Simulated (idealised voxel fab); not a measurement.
process module | voxel transistor to metal
cross-section cut | 165 nm wide | cells 5 nm
A cross-section is a grid of square cells, given in bands from the top down. A band is one or more rows of cells.
Each band's line starts with the height of the band's top and of its bottom, in nm. Then come its materials from left to right, each with its width in nm. One material with "throughout" fills the band from edge to edge. "air" is empty space.
Height 0 is the level under which the wafer as received is all one material. The lowest band goes on downwards, as in "0 down".
A width such as "30 to 40" changes by the same amount from each row of cells to the next, from the band's top row to its bottom row.
"no change" after a step means that no cell of the cross-section changed.
closed voids: empty space of 8 cells or more with no open way to the top, each as width x height at its distance from the left edge, in nm
after a step's settings: what the simulator itself notes on the step
overlay nm, on a step with a mask: how far to the right of its planned place the mask lay; to the left if negative
plan
1 op RECEIVE | material Si
2 op CONFORMAL_DEP | material SiO2 | thk nm 5
3 op CONFORMAL_DEP | material SiN | thk nm 10
4 op MASKED_ETCH | tone cover | mask id ACTIVE | width nm 110 | etch materials SiN | depth nm 10 | overlay nm 0
5 op MASKED_ETCH | tone cover | mask id ACTIVE | width nm 110 | etch materials SiO2 | depth nm 5 | overlay nm 0
6 op MASKED_ETCH | tone cover | mask id ACTIVE | width nm 110 | etch materials Si | depth nm 35 | overlay nm 0
7 op FILL_DEP | material SiO2 | thk nm 15
8 op CMP | height nm 15
9 op SELECTIVE_ETCH | etch materials SiO2 | depth nm 10
10 op STRIP | etch materials SiN
11 op SELECTIVE_ETCH | etch materials SiO2 | depth nm 5
12 op OXIDIZE | depth nm 5
13 op DIRECTIONAL_DEP | material polySi | thk nm 25
14 op DIRECTIONAL_DEP | material SiCN | thk nm 10
15 op DIRECTIONAL_DEP | material aC | thk nm 15
16 op PATTERN | tone cover | mask id GATE | material resist | width nm 20 | thk nm 30 | overlay nm 0
17 op DIRECTIONAL_ETCH | etch materials aC | depth nm 15
18 op STRIP | etch materials resist
19 op DIRECTIONAL_ETCH | etch materials SiCN | depth nm 20
20 op DIRECTIONAL_ETCH | etch materials polySi | depth nm 35
21 op STRIP | etch materials aC
22 op CONFORMAL_DEP | material SiO2 | thk nm 5
23 op DIRECTIONAL_ETCH | etch materials SiO2 | depth nm 5
24 op CONFORMAL_DEP | material SiN | thk nm 5
25 op DIRECTIONAL_ETCH | etch materials SiN | depth nm 5
26 op DIRECTIONAL_ETCH | etch materials SiO2 | depth nm 5
27 op DIRECTIONAL_ETCH | etch materials Si | depth nm 10
28 op EPI | material nSi | thk nm 15
29 op FILL_DEP | material SiO2 | thk nm 5
30 op CMP | height nm 35
31 op DIRECTIONAL_DEP | material SiO2 | thk nm 10
32 op PATTERN | tone open | mask id CONTACT | material resist | width nm 35 | pitch nm 65 | thk nm 20 | overlay nm 0
33 op DIRECTIONAL_ETCH | etch materials SiO2 | depth nm 45
34 op STRIP | etch materials resist
35 op CONFORMAL_DEP | material TiN | thk nm 5
36 op FILL_DEP | material Ru | thk nm 10
37 op CMP | height nm 45
38 op CONFORMAL_DEP | material SiN | thk nm 5
39 op DIRECTIONAL_DEP | material lowk | thk nm 20
40 op PATTERN | tone open | mask id METAL_1 | material resist | width nm 20 | pitch nm 80 | thk nm 15 | overlay nm 0
41 op DIRECTIONAL_ETCH | etch materials lowk | depth nm 20
42 op DIRECTIONAL_ETCH | etch materials SiN | depth nm 5
43 op STRIP | etch materials resist
44 op CONFORMAL_DEP | material TiN | thk nm 5
45 op FILL_DEP | material W | thk nm 5
46 op CMP | height nm 70
47 op CONFORMAL_DEP | material SiCN | thk nm 5
as received, after step 1
  0 down: Si throughout
  closed voids: none
first wafer at the end, as planned
  75 to 70: SiCN throughout
  70 to 50: lowk 30 | TiN 5 | W 10 | TiN 5 | lowk 60 | TiN 5 | W 10 | TiN 5 | lowk 35
  50 to 45: SiN 30 | TiN 20 | SiN 60 | TiN 20 | SiN 35
  45 to 35: SiO2 30 | TiN 5 | Ru 25 to 20 | TiN 5 to 10 | SiO2 30 | TiN 5 to 10 | Ru 25 to 20 | TiN 5 | SiO2 35
  35 to 25: SiO2 30 | TiN 5 | Ru 20 | TiN 5 | SiN 5 | SiO2 5 | SiCN 20 | SiO2 5 | SiN 5 | TiN 5 | Ru 20 | TiN 5 | SiO2 35
  25 to 15: SiO2 30 | TiN 5 | Ru 20 | TiN 5 | SiN 5 | SiO2 5 | polySi 20 | SiO2 5 | SiN 5 | TiN 5 | Ru 20 | TiN 5 | SiO2 35
  15 to 10: SiO2 30 | TiN 5 | Ru 5 | TiN 20 | SiN 5 | SiO2 5 | polySi 20 | SiO2 5 | SiN 5 | TiN 20 | Ru 5 | TiN 5 | SiO2 35
  10 to 5: SiO2 30 | TiN 5 | Ru 5 | TiN 5 | nSi 15 | SiN 5 | SiO2 5 | polySi 20 | SiO2 5 | SiN 5 | nSi 15 | TiN 5 | Ru 5 | TiN 5 | SiO2 35
  5 to 0: SiO2 30 | TiN 15 | nSi 15 | SiN 5 | SiO2 5 | polySi 20 | SiO2 5 | SiN 5 | nSi 15 | TiN 15 | SiO2 35
  0 to -5: SiO2 20 | nSi 40 | SiO2 40 | nSi 40 | SiO2 25
  -5 to -15: SiO2 25 | nSi 35 | Si 40 | nSi 35 | SiO2 30
  -15 to -35: SiO2 25 | Si 110 | SiO2 30
  -35 down: Si throughout
  closed voids: none
second wafer at the end: like start, like plan, one mistake
  75 to 70: SiCN throughout
  70 to 50: lowk 30 | TiN 5 | W 10 | TiN 5 | lowk 60 | TiN 5 | W 10 | TiN 5 | lowk 35
  50 to 45: SiN 30 | TiN 20 | SiN 60 | TiN 20 | SiN 35
  45 to 35: SiO2 30 | TiN 5 | Ru 30 to 20 | TiN 5 to 15 | SiO2 25 | TiN 5 to 10 | Ru 30 to 25 | TiN 5 | SiO2 30
  35 to 25: SiO2 30 | TiN 5 | Ru 20 | TiN 5 | SiN 5 | TiN 5 | SiCN 20 | SiO2 5 | SiN 5 | TiN 5 | Ru 25 | TiN 5 | SiO2 30
  25 to 15: SiO2 30 | TiN 5 | Ru 20 | TiN 5 | SiN 5 | TiN 5 | polySi 20 | SiO2 5 | SiN 5 | TiN 5 | Ru 25 | TiN 5 | SiO2 30
  15 to 10: SiO2 30 | TiN 5 | Ru 5 | TiN 20 | SiN 5 | TiN 5 | polySi 20 | SiO2 5 | SiN 5 | TiN 20 | Ru 10 | TiN 5 | SiO2 30
  10 to 5: SiO2 30 | TiN 5 | Ru 5 | TiN 5 | nSi 15 | SiN 5 | TiN 5 | polySi 20 | SiO2 5 | SiN 5 | nSi 15 | TiN 5 | Ru 10 | TiN 5 | SiO2 30
  5 to 0: SiO2 30 | TiN 15 | nSi 15 | SiN 5 | TiN 5 | polySi 20 | SiO2 5 | SiN 5 | nSi 15 | TiN 20 | SiO2 30
  0 to -5: SiO2 20 | nSi 40 | SiO2 40 | nSi 40 | SiO2 25
  -5 to -15: SiO2 25 | nSi 35 | Si 40 | nSi 35 | SiO2 30
  -15 to -35: SiO2 25 | Si 110 | SiO2 30
  -35 down: Si throughout
  closed voids: none
what went wrong: step 32 ran as: op PATTERN | tone open | mask id CONTACT | material resist | width nm 40 | pitch nm 65 | thk nm 20 | overlay nm 0
at the end the second wafer has, in cells: 9 more of Ru | 18 fewer of SiO2 | 9 more of TiN
